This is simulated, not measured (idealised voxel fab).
process module | voxel self aligned vias
cross-section cut | 280 nm wide | cells 5 nm
A cross-section is a grid of square cells, given in bands from the top down. A band is one or more rows of cells.
Each band's line starts with the height of the band's top and of its bottom, in nm. Then come its materials from left to right, each with its width in nm. One material with "throughout" fills the band from edge to edge. "air" is empty space.
Height 0 is the level under which the wafer as received is all one material. The lowest band goes on downwards, as in "0 down".
A width such as "30 to 40" changes by the same amount from each row of cells to the next, from the band's top row to its bottom row.
"no change" after a step means that no cell of the cross-section changed.
closed voids: empty space of 8 cells or more with no open way to the top, each as width x height at its distance from the left edge, in nm
after a step's settings: what the simulator itself notes on the step
overlay nm, on a step with a mask: how far to the right of its planned place the mask lay; to the left if negative
plan
1 op RECEIVE | material Si
2 op CONFORMAL_DEP | material SiO2 | thk nm 10
3 op CONFORMAL_DEP | material SiCN | thk nm 5
4 op DIRECTIONAL_DEP | material lowk | thk nm 20
5 op DIRECTIONAL_DEP | material aC | thk nm 10
6 op PATTERN | tone open | mask id LINES | material resist | width nm 30 | pitch nm 65 | thk nm 30 | overlay nm 0
7 op DIRECTIONAL_ETCH | etch materials aC | depth nm 10
8 op STRIP | etch materials resist
9 op DIRECTIONAL_ETCH | etch materials lowk | depth nm 20
10 op STRIP | etch materials aC
11 op CONFORMAL_DEP | material TiN | thk nm 5
12 op FILL_DEP | material W | thk nm 10
13 op CMP | height nm 35
14 op SELECTIVE_ETCH | etch materials W Ru TiN | depth nm 5
15 op FILL_DEP | material SiN | thk nm 5
16 op CMP | height nm 35
17 op DIRECTIONAL_DEP | material lowk | thk nm 20
18 op PATTERN | tone open | mask id VIAS | material resist | width nm 40 | thk nm 20 | overlay nm 0
19 op DIRECTIONAL_ETCH | etch materials lowk | depth nm 20
20 op DIRECTIONAL_ETCH | etch materials SiN | depth nm 5
21 op STRIP | etch materials resist
22 op CONFORMAL_DEP | material TiN | thk nm 5
23 op FILL_DEP | material Cu | thk nm 5
24 op CMP | height nm 55
25 op CONFORMAL_DEP | material SiN | thk nm 5
first wafer, as planned
as received, after step 1
  0 down: Si throughout
  closed voids: none
after step 2
  10 to 0: SiO2 throughout
  below 0: unchanged
after step 3
  15 to 10: SiCN throughout
  below 10: unchanged
after step 4
  35 to 15: lowk throughout
  below 15: unchanged
after step 5
  45 to 35: aC throughout
  below 35: unchanged
after step 6
  75 to 45: resist 90 | air 30 | resist 35 | air 30 | resist 95
  below 45: unchanged
after step 7
  65 to 45: resist 90 | air 30 | resist 35 | air 30 | resist 95
  45 to 35: aC 90 | air 30 | aC 35 | air 30 | aC 95
  below 35: unchanged
after step 8
  45 to 35: aC 90 | air 30 | aC 35 | air 30 | aC 95
  below 35: unchanged
after step 9
  45 to 35: aC 90 | air 30 | aC 35 | air 30 | aC 95
  35 to 15: lowk 90 | air 30 | lowk 35 | air 30 | lowk 95
  below 15: unchanged
after step 10
  35 to 15: lowk 90 | air 30 | lowk 35 | air 30 | lowk 95
  below 15: unchanged
after step 11
  40 to 35: TiN 95 | air 20 | TiN 45 | air 20 | TiN 100
  35 to 20: lowk 90 | TiN 5 | air 20 | TiN 5 | lowk 35 | TiN 5 | air 20 | TiN 5 | lowk 95
  20 to 15: lowk 90 | TiN 30 | lowk 35 | TiN 30 | lowk 95
  below 15: unchanged
after step 12
  50 to 40: W throughout
  40 to 35: TiN 95 | W 20 | TiN 45 | W 20 | TiN 100
  35 to 20: lowk 90 | TiN 5 | W 20 | TiN 5 | lowk 35 | TiN 5 | W 20 | TiN 5 | lowk 95
  below 20: unchanged
after step 13
  35 to 20: lowk 90 | TiN 5 | W 20 | TiN 5 | lowk 35 | TiN 5 | W 20 | TiN 5 | lowk 95
  below 20: unchanged
after step 14
  35 to 30: lowk 90 | air 30 | lowk 35 | air 30 | lowk 95
  below 30: unchanged
after step 15
  40 to 35: SiN throughout
  35 to 30: lowk 90 | SiN 30 | lowk 35 | SiN 30 | lowk 95
  below 30: unchanged
after step 16
  35 to 30: lowk 90 | SiN 30 | lowk 35 | SiN 30 | lowk 95
  below 30: unchanged
after step 17
  55 to 35: lowk throughout
  below 35: unchanged
after step 18
  75 to 55: resist 85 | air 40 | resist 155
  below 55: unchanged
after step 19
  75 to 55: resist 85 | air 40 | resist 155
  55 to 35: lowk 85 | air 40 | lowk 155
  below 35: unchanged
after step 20
  75 to 55: resist 85 | air 40 | resist 155
  55 to 35: lowk 85 | air 40 | lowk 155
  35 to 30: lowk 90 | air 30 | lowk 35 | SiN 30 | lowk 95
  below 30: unchanged
after step 21
  55 to 35: lowk 85 | air 40 | lowk 155
  below 35: unchanged
after step 22
  60 to 55: TiN 90 | air 30 | TiN 160
  55 to 40: lowk 85 | TiN 5 | air 30 | TiN 5 | lowk 155
  40 to 35: lowk 85 | TiN 10 | air 20 | TiN 10 | lowk 155
  35 to 30: lowk 90 | TiN 30 | lowk 35 | SiN 30 | lowk 95
  below 30: unchanged
after step 23
  65 to 60: Cu throughout
  60 to 55: TiN 90 | Cu 30 | TiN 160
  55 to 40: lowk 85 | TiN 5 | Cu 30 | TiN 5 | lowk 155
  40 to 35: lowk 85 | TiN 10 | Cu 20 | TiN 10 | lowk 155
  below 35: unchanged
after step 24
  55 to 40: lowk 85 | TiN 5 | Cu 30 | TiN 5 | lowk 155
  below 40: unchanged
after step 25
  60 to 55: SiN throughout
  below 55: unchanged
second wafer: like start, like plan, one mistake. Through step 5 it matches the first wafer
when step 6 should have ended
  75 to 45: resist 90 | air 35 | resist 30 | air 35 | resist 90
  below 45: unchanged
when step 7 should have ended
  65 to 45: resist 90 | air 35 | resist 30 | air 35 | resist 90
  45 to 35: aC 90 | air 35 | aC 30 | air 35 | aC 90
  below 35: unchanged
when step 8 should have ended
  45 to 35: aC 90 | air 35 | aC 30 | air 35 | aC 90
  below 35: unchanged
when step 9 should have ended
  45 to 35: aC 90 | air 35 | aC 30 | air 35 | aC 90
  35 to 15: lowk 90 | air 35 | lowk 30 | air 35 | lowk 90
  below 15: unchanged
when step 10 should have ended
  35 to 15: lowk 90 | air 35 | lowk 30 | air 35 | lowk 90
  below 15: unchanged
when step 11 should have ended
  40 to 35: TiN 95 | air 25 | TiN 40 | air 25 | TiN 95
  35 to 20: lowk 90 | TiN 5 | air 25 | TiN 5 | lowk 30 | TiN 5 | air 25 | TiN 5 | lowk 90
  20 to 15: lowk 90 | TiN 35 | lowk 30 | TiN 35 | lowk 90
  below 15: unchanged
when step 12 should have ended
  50 to 40: W throughout
  40 to 35: TiN 95 | W 25 | TiN 40 | W 25 | TiN 95
  35 to 20: lowk 90 | TiN 5 | W 25 | TiN 5 | lowk 30 | TiN 5 | W 25 | TiN 5 | lowk 90
  below 20: unchanged
when step 13 should have ended
  35 to 20: lowk 90 | TiN 5 | W 25 | TiN 5 | lowk 30 | TiN 5 | W 25 | TiN 5 | lowk 90
  below 20: unchanged
when step 14 should have ended
  35 to 30: lowk 90 | air 35 | lowk 30 | air 35 | lowk 90
  below 30: unchanged
when step 15 should have ended
  40 to 35: SiN throughout
  35 to 30: lowk 90 | SiN 35 | lowk 30 | SiN 35 | lowk 90
  below 30: unchanged
when step 16 should have ended
  35 to 30: lowk 90 | SiN 35 | lowk 30 | SiN 35 | lowk 90
  below 30: unchanged
when step 17 should have ended
  55 to 35: lowk throughout
  below 35: unchanged
when step 18 should have ended
  75 to 55: resist 85 | air 40 | resist 155
  below 55: unchanged
when step 19 should have ended
  75 to 55: resist 85 | air 40 | resist 155
  55 to 35: lowk 85 | air 40 | lowk 155
  below 35: unchanged
when step 20 should have ended
  75 to 55: resist 85 | air 40 | resist 155
  55 to 35: lowk 85 | air 40 | lowk 155
  35 to 30: lowk 90 | air 35 | lowk 30 | SiN 35 | lowk 90
  below 30: unchanged
when step 21 should have ended
  55 to 35: lowk 85 | air 40 | lowk 155
  below 35: unchanged
when step 22 should have ended
  60 to 55: TiN 90 | air 30 | TiN 160
  55 to 40: lowk 85 | TiN 5 | air 30 | TiN 5 | lowk 155
  40 to 35: lowk 85 | TiN 10 | air 25 | TiN 5 | lowk 155
  35 to 30: lowk 90 | TiN 35 | lowk 30 | SiN 35 | lowk 90
  below 30: unchanged
when step 23 should have ended
  65 to 60: Cu throughout
  60 to 55: TiN 90 | Cu 30 | TiN 160
  55 to 40: lowk 85 | TiN 5 | Cu 30 | TiN 5 | lowk 155
  40 to 35: lowk 85 | TiN 10 | Cu 25 | TiN 5 | lowk 155
  below 35: unchanged
when step 24 should have ended
  55 to 40: lowk 85 | TiN 5 | Cu 30 | TiN 5 | lowk 155
  below 40: unchanged
when step 25 should have ended
  60 to 55: SiN throughout
  below 55: unchanged
what went wrong: step 6 ran as: op PATTERN | tone open | mask id LINES | material resist | width nm 35 | pitch nm 65 | thk nm 30 | overlay nm 0
at the end the second wafer has, in cells: 1 more of Cu | 1 more of SiN | 2 more of TiN | 4 more of W | 8 fewer of lowk
